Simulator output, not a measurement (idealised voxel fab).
process module | voxel air gaps
This is section cut - it's 295 nm across, gridded in 5 nm square cells.
The cross-sections in this document take the form of a grid made of square cells. They are written out as bands, in order from top to bottom. Each band consists of one or more rows of cells.
Heights first: top, then bottom, in nm. Then materials, left to right, each with a width in nm. "all across" on a single material: fills the band edge to edge. "blank": empty space.
A quick word on heights: they are counted from 0, and under that level the wafer as it came to us is one material throughout. The lowest band is different from the rest in having no bottom; it simply continues downward, written as in "from 0 down".
The expression "30..40" gives the width at the extremes of the band, the first number at its top row of cells and the second at its bottom row, with the width changing by equal amounts from each row to the next in between.
The designation "no modifications", where it is given for a processing step, indicates that no cell of the cross-section was altered in the course of that step.
So "Completely enclosed voids" is basically the list of trapped voids: any empty space of 8 cells or more that can't reach the top through an opening. They're written width x height at distance, the distance being from the left edge, and it's all nm.
What comes after the settings on a step's line is commentary from the simulator itself on that step.
A step's line can hold "overlay nm"; with a mask on that step, the setting says how far right of the planned place the mask lay, while a negative setting says it lay to the left.
-- The process steps that were planned are listed below
1,RECEIVE with material Si
2,CONFORMAL_DEP with material SiO2, thk nm 15
3,CONFORMAL_DEP with material SiCN, thk nm 5
4,DIRECTIONAL_DEP with material SiO2, thk nm 40
5,PATTERN with tone open, mask id LINES, material resist, width nm 20, pitch nm 45, thk nm 15, overlay nm 0
6,DIRECTIONAL_ETCH with etch materials SiO2, depth nm 40
7,STRIP with etch materials resist
8,CONFORMAL_DEP with material TiN, thk nm 5
9,FILL_DEP with material Ru, thk nm 10
10,CMP with height nm 60
11,EPI with material Ru, thk nm 10
12,SELECTIVE_ETCH with etch materials SiO2, depth nm 50
13,CONFORMAL_DEP with material SiCN, thk nm 5
-- The first wafer of two, processed as planned
-- Cross-section: wafer on arrival = after step 1
from 0 down: Si all across
Completely enclosed voids: none
-- Upon completion of step 2, the wafer appears in cross-section as shown
from 15 to 0: SiO2 all across
below 0: unchanged
-- Upon completion of step 3, the wafer appears in cross-section as shown
from 20 to 15: SiCN all across
below 15: unchanged
-- Upon completion of step 4, the wafer appears in cross-section as shown
from 60 to 20: SiO2 all across
below 20: unchanged
-- Upon completion of step 5, the wafer appears in cross-section as shown
from 75 to 60: 70 of resist / 20 of blank / 25 of resist / 20 of blank / 25 of resist / 20 of blank / 25 of resist / 20 of blank / 70 of resist
below 60: unchanged
-- Upon completion of step 6, the wafer appears in cross-section as shown
from 75 to 60: 70 of resist / 20 of blank / 25 of resist / 20 of blank / 25 of resist / 20 of blank / 25 of resist / 20 of blank / 70 of resist
from 60 to 20: 70 of SiO2 / 20 of blank / 25 of SiO2 / 20 of blank / 25 of SiO2 / 20 of blank / 25 of SiO2 / 20 of blank / 70 of SiO2
below 20: unchanged
-- Upon completion of step 7, the wafer appears in cross-section as shown
from 60 to 20: 70 of SiO2 / 20 of blank / 25 of SiO2 / 20 of blank / 25 of SiO2 / 20 of blank / 25 of SiO2 / 20 of blank / 70 of SiO2
below 20: unchanged
-- Upon completion of step 8, the wafer appears in cross-section as shown
from 65 to 60: 75 of TiN / 10 of blank / 35 of TiN / 10 of blank / 35 of TiN / 10 of blank / 35 of TiN / 10 of blank / 75 of TiN
from 60 to 25: 70 of SiO2 / 5 of TiN / 10 of blank / 5 of TiN / 25 of SiO2 / 5 of TiN / 10 of blank / 5 of TiN / 25 of SiO2 / 5 of TiN / 10 of blank / 5 of TiN / 25 of SiO2 / 5 of TiN / 10 of blank / 5 of TiN / 70 of SiO2
from 25 to 20: 70 of SiO2 / 20 of TiN / 25 of SiO2 / 20 of TiN / 25 of SiO2 / 20 of TiN / 25 of SiO2 / 20 of TiN / 70 of SiO2
below 20: unchanged
-- Upon completion of step 9, the wafer appears in cross-section as shown
from 75 to 65: Ru all across
from 65 to 60: 75 of TiN / 10 of Ru / 35 of TiN / 10 of Ru / 35 of TiN / 10 of Ru / 35 of TiN / 10 of Ru / 75 of TiN
from 60 to 25: 70 of SiO2 / 5 of TiN / 10 of Ru / 5 of TiN / 25 of SiO2 / 5 of TiN / 10 of Ru / 5 of TiN / 25 of SiO2 / 5 of TiN / 10 of Ru / 5 of TiN / 25 of SiO2 / 5 of TiN / 10 of Ru / 5 of TiN / 70 of SiO2
below 25: unchanged
-- Upon completion of step 10, the wafer appears in cross-section as shown
from 60 to 25: 70 of SiO2 / 5 of TiN / 10 of Ru / 5 of TiN / 25 of SiO2 / 5 of TiN / 10 of Ru / 5 of TiN / 25 of SiO2 / 5 of TiN / 10 of Ru / 5 of TiN / 25 of SiO2 / 5 of TiN / 10 of Ru / 5 of TiN / 70 of SiO2
below 25: unchanged
-- Upon completion of step 11, the wafer appears in cross-section as shown
from 70 to 60: 60 of blank / 40 of Ru / 5 of blank / 40 of Ru / 5 of blank / 40 of Ru / 5 of blank / 40 of Ru / 60 of blank
below 60: unchanged
-- Upon completion of step 12, the wafer appears in cross-section as shown
from 70 to 60: 60 of blank / 40 of Ru / 5 of blank / 40 of Ru / 5 of blank / 40 of Ru / 5 of blank / 40 of Ru / 60 of blank
from 60 to 25: 70 of blank / 5 of TiN / 10 of Ru / 5 of TiN / 25 of blank / 5 of TiN / 10 of Ru / 5 of TiN / 25 of blank / 5 of TiN / 10 of Ru / 5 of TiN / 25 of blank / 5 of TiN / 10 of Ru / 5 of TiN / 70 of blank
from 25 to 20: 70 of blank / 20 of TiN / 25 of blank / 20 of TiN / 25 of blank / 20 of TiN / 25 of blank / 20 of TiN / 70 of blank
below 20: unchanged
-- Upon completion of step 13, the wafer appears in cross-section as shown
from 75 to 70: 55 of blank / 185 of SiCN / 55 of blank
from 70 to 60: 55 of blank / 5 of SiCN / 40 of Ru / 5 of SiCN / 40 of Ru / 5 of SiCN / 40 of Ru / 5 of SiCN / 40 of Ru / 5 of SiCN / 55 of blank
from 60 to 55: 55 of blank / 15 of SiCN / 5 of TiN / 10 of Ru / 5 of TiN / 25 of SiCN / 5 of TiN / 10 of Ru / 5 of TiN / 25 of SiCN / 5 of TiN / 10 of Ru / 5 of TiN / 25 of SiCN / 5 of TiN / 10 of Ru / 5 of TiN / 15 of SiCN / 55 of blank
from 55 to 25: 65 of blank / 5 of SiCN / 5 of TiN / 10 of Ru / 5 of TiN / 5 of SiCN / 15 of blank / 5 of SiCN / 5 of TiN / 10 of Ru / 5 of TiN / 5 of SiCN / 15 of blank / 5 of SiCN / 5 of TiN / 10 of Ru / 5 of TiN / 5 of SiCN / 15 of blank / 5 of SiCN / 5 of TiN / 10 of Ru / 5 of TiN / 5 of SiCN / 65 of blank
from 25 to 20: 70 of SiCN / 20 of TiN / 25 of SiCN / 20 of TiN / 25 of SiCN / 20 of TiN / 25 of SiCN / 20 of TiN / 70 of SiCN
below 20: unchanged
Completely enclosed voids: 15 x 30 at 95; 15 x 30 at 140; 15 x 30 at 185
-- The second wafer was prepared from the same starting point and under the same plan as the first; its processing contained one mistake, and it remains indistinguishable from the first wafer up to and including step 10
-- Cross-section of the second wafer when, according to plan, step 11 should have finished
from 60 to 25: 70 of blank / 5 of TiN / 10 of Ru / 5 of TiN / 25 of blank / 5 of TiN / 10 of Ru / 5 of TiN / 25 of blank / 5 of TiN / 10 of Ru / 5 of TiN / 25 of blank / 5 of TiN / 10 of Ru / 5 of TiN / 70 of blank
from 25 to 20: 70 of blank / 20 of TiN / 25 of blank / 20 of TiN / 25 of blank / 20 of TiN / 25 of blank / 20 of TiN / 70 of blank
below 20: unchanged
-- Cross-section of the second wafer when, according to plan, step 12 should have finished
from 70 to 60: 60 of blank / 40 of Ru / 5 of blank / 40 of Ru / 5 of blank / 40 of Ru / 5 of blank / 40 of Ru / 60 of blank
from 60 to 25: 60 of blank / 10 of Ru / 5 of TiN / 10 of Ru / 5 of TiN / 10 of Ru / 5 of blank / 10 of Ru / 5 of TiN / 10 of Ru / 5 of TiN / 10 of Ru / 5 of blank / 10 of Ru / 5 of TiN / 10 of Ru / 5 of TiN / 10 of Ru / 5 of blank / 10 of Ru / 5 of TiN / 10 of Ru / 5 of TiN / 10 of Ru / 60 of blank
from 25 to 20: 60 of blank / 10 of Ru / 20 of TiN / 10 of Ru / 5 of blank / 10 of Ru / 20 of TiN / 10 of Ru / 5 of blank / 10 of Ru / 20 of TiN / 10 of Ru / 5 of blank / 10 of Ru / 20 of TiN / 10 of Ru / 60 of blank
below 20: unchanged
-- Cross-section of the second wafer when, according to plan, step 13 should have finished
from 75 to 70: 55 of blank / 185 of SiCN / 55 of blank
from 70 to 60: 55 of blank / 5 of SiCN / 40 of Ru / 5 of SiCN / 40 of Ru / 5 of SiCN / 40 of Ru / 5 of SiCN / 40 of Ru / 5 of SiCN / 55 of blank
from 60 to 25: 55 of blank / 5 of SiCN / 10 of Ru / 5 of TiN / 10 of Ru / 5 of TiN / 10 of Ru / 5 of SiCN / 10 of Ru / 5 of TiN / 10 of Ru / 5 of TiN / 10 of Ru / 5 of SiCN / 10 of Ru / 5 of TiN / 10 of Ru / 5 of TiN / 10 of Ru / 5 of SiCN / 10 of Ru / 5 of TiN / 10 of Ru / 5 of TiN / 10 of Ru / 5 of SiCN / 55 of blank
from 25 to 20: 60 of SiCN / 10 of Ru / 20 of TiN / 10 of Ru / 5 of SiCN / 10 of Ru / 20 of TiN / 10 of Ru / 5 of SiCN / 10 of Ru / 20 of TiN / 10 of Ru / 5 of SiCN / 10 of Ru / 20 of TiN / 10 of Ru / 60 of SiCN
below 20: unchanged
What went wrong in running the wafer? steps 11 and 12 swapped
Final cells, second wafer relative to first, materials higher or lower: Ru: 128 more, SiCN: 50 fewer
Closed void count at end of process - first wafer: 3; second wafer: 0.
